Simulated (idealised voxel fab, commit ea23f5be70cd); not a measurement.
voxel capacitor over wiring: a process module
Section shown: cut. Width: 255 nm. Cell size: 5 nm, square.
Each cross-section below is a grid of square cells, stated as bands in top-down order, with one or more rows of cells making up each band. Each band's line starts with the height of the band's top and of its bottom, in nm. Then come its materials from left to right, each with its width in nm. One material with "edge to edge" fills the band from edge to edge. "blank" is empty space. Counting heights begins at 0, where everything beneath is, in the wafer as received, one material. The lowest band has no bottom; it goes on downwards, as "0 down" shows. Read "30 to 40" as a graded width: first number on top, second number at the bottom, same change between each pair of neighbouring rows. The designation "no change occurred", where it is given for a processing step, indicates that no cell of the cross-section was altered in the course of that step. Encapsulated voids: empty space of 8 cells or more with no open way to the top, each as width x height at its distance from the left edge, in nm. On each step's line, the part that comes after the settings is the simulator's own comment on the step. overlay nm: mask right of planned place by this much (step with mask). Neg. = left.

-- Process steps - plan
- 1: op RECEIVE | material Si
- 2: op CONFORMAL_DEP | material SiO2 | thk nm 15
- 3: op CONFORMAL_DEP | material SiCN | thk nm 5
- 4: op DIRECTIONAL_DEP | material lowk | thk nm 15
- 5: op PATTERN | tone open | mask id METAL_1 | material resist | width nm 25 | pitch nm 90 | thk nm 15 | overlay nm 0
- 6: op DIRECTIONAL_ETCH | etch materials lowk | depth nm 15
- 7: op DIRECTIONAL_ETCH | etch materials SiCN | depth nm 5
- 8: op STRIP | etch materials resist
- 9: op CONFORMAL_DEP | material TiN | thk nm 5
- 10: op FILL_DEP | material Cu | thk nm 5
- 11: op CMP | height nm 35
- 12: op EPI | material Ru | thk nm 5
- 13: op FILL_DEP | material SiCN | thk nm 5
- 14: op DIRECTIONAL_DEP | material lowk | thk nm 15
- 15: op DIRECTIONAL_DEP | material aC | thk nm 10
- 16: op PATTERN | tone open | mask id PLUG_1 | material resist | width nm 15 | thk nm 25 | overlay nm 0
- 17: op DIRECTIONAL_ETCH | etch materials aC | depth nm 10
- 18: op STRIP | etch materials resist
- 19: op DIRECTIONAL_ETCH | etch materials lowk | depth nm 15
- 20: op DIRECTIONAL_ETCH | etch materials SiCN | depth nm 5
- 21: op STRIP | etch materials aC
- 22: op EPI | material Ru | thk nm 10
- 23: op EPI | material Ru | thk nm 10
- 24: op DIRECTIONAL_DEP | material TiN | thk nm 5
- 25: op DIRECTIONAL_DEP | material SiN | thk nm 5
- 26: op DIRECTIONAL_DEP | material TiN | thk nm 10
- 27: op MASKED_ETCH | tone cover | mask id UPPER_PLATE | width nm 70 | etch materials TiN | depth nm 10 | overlay nm 0
- 28: op MASKED_ETCH | tone cover | mask id UPPER_PLATE | width nm 70 | etch materials SiN | depth nm 5 | overlay nm 0
- 29: op PATTERN | tone cover | mask id LOWER_PLATE | material resist | width nm 80 | thk nm 15 | overlay nm 0
- 30: op DIRECTIONAL_ETCH | etch materials TiN | depth nm 5
- 31: op STRIP | etch materials resist
- 32: op FILL_DEP | material SiO2 | thk nm 15
- 33: op CMP | height nm 90
- 34: op PATTERN | tone open | mask id PLUG_2 | material resist | width nm 15 | thk nm 15 | overlay nm 0
- 35: op DIRECTIONAL_ETCH | etch materials SiO2 | depth nm 10
- 36: op STRIP | etch materials resist
- 37: op CONFORMAL_DEP | material TiN | thk nm 5
- 38: op FILL_DEP | material W | thk nm 5
- 39: op CMP | height nm 90
- 40: op CONFORMAL_DEP | material SiN | thk nm 5

-- As-received wafer cross-section (after step 1)
  0 down  Si edge to edge
  Encapsulated voids: none

-- first wafer at the end, as planned
  95 to 90  SiN edge to edge
  90 to 85  90 nm SiO2 / 5 nm TiN / 5 nm W / 5 nm TiN / 150 nm SiO2
  85 to 80  90 nm SiO2 / 15 nm TiN / 150 nm SiO2
  80 to 70  80 nm SiO2 / 70 nm TiN / 105 nm SiO2
  70 to 65  80 nm SiO2 / 70 nm SiN / 105 nm SiO2
  65 to 60  75 nm SiO2 / 80 nm TiN / 100 nm SiO2
  60 to 45  80 nm lowk / 15 nm Ru / 160 nm lowk
  45 to 40  80 nm SiCN / 15 nm Ru / 160 nm SiCN
  40 to 35  65 nm SiCN / 35 nm Ru / 55 nm SiCN / 35 nm Ru / 65 nm SiCN
  35 to 20  70 nm lowk / 5 nm TiN / 15 nm Cu / 5 nm TiN / 65 nm lowk / 5 nm TiN / 15 nm Cu / 5 nm TiN / 70 nm lowk
  20 to 15  70 nm SiCN / 25 nm TiN / 65 nm SiCN / 25 nm TiN / 70 nm SiCN
  15 to 0  SiO2 edge to edge
  0 down  Si edge to edge
  Encapsulated voids: none

-- Cross-section, second wafer: same start as the first, same plan as the first, one mistake in running it; taken at the end of the module
  95 to 90  SiN edge to edge
  90 to 85  90 nm SiO2 / 5 nm TiN / 5 nm W / 5 nm TiN / 150 nm SiO2
  85 to 80  90 nm SiO2 / 15 nm TiN / 150 nm SiO2
  80 to 70  80 nm SiO2 / 70 nm TiN / 105 nm SiO2
  70 to 65  80 nm SiO2 / 80 nm SiN / 95 nm SiO2
  65 to 60  75 nm SiO2 / 85 nm TiN / 95 nm SiO2
  60 to 45  80 nm lowk / 15 nm Ru / 160 nm lowk
  45 to 40  80 nm SiCN / 15 nm Ru / 160 nm SiCN
  40 to 35  65 nm SiCN / 35 nm Ru / 55 nm SiCN / 35 nm Ru / 65 nm SiCN
  35 to 20  70 nm lowk / 5 nm TiN / 15 nm Cu / 5 nm TiN / 65 nm lowk / 5 nm TiN / 15 nm Cu / 5 nm TiN / 70 nm lowk
  20 to 15  70 nm SiCN / 25 nm TiN / 65 nm SiCN / 25 nm TiN / 70 nm SiCN
  15 to 0  SiO2 edge to edge
  0 down  Si edge to edge
  Encapsulated voids: none
The plan and the run diverged here: heads up, step 28 didn't go per plan, it actually ran as op MASKED_ETCH | tone cover | mask id UPPER_PLATE | width nm 70 | etch materials SiN | depth nm 5 | overlay nm 10
Final difference in cells, second wafer against first, listed per material as more or fewer: +2 SiN; -3 SiO2; +1 TiN
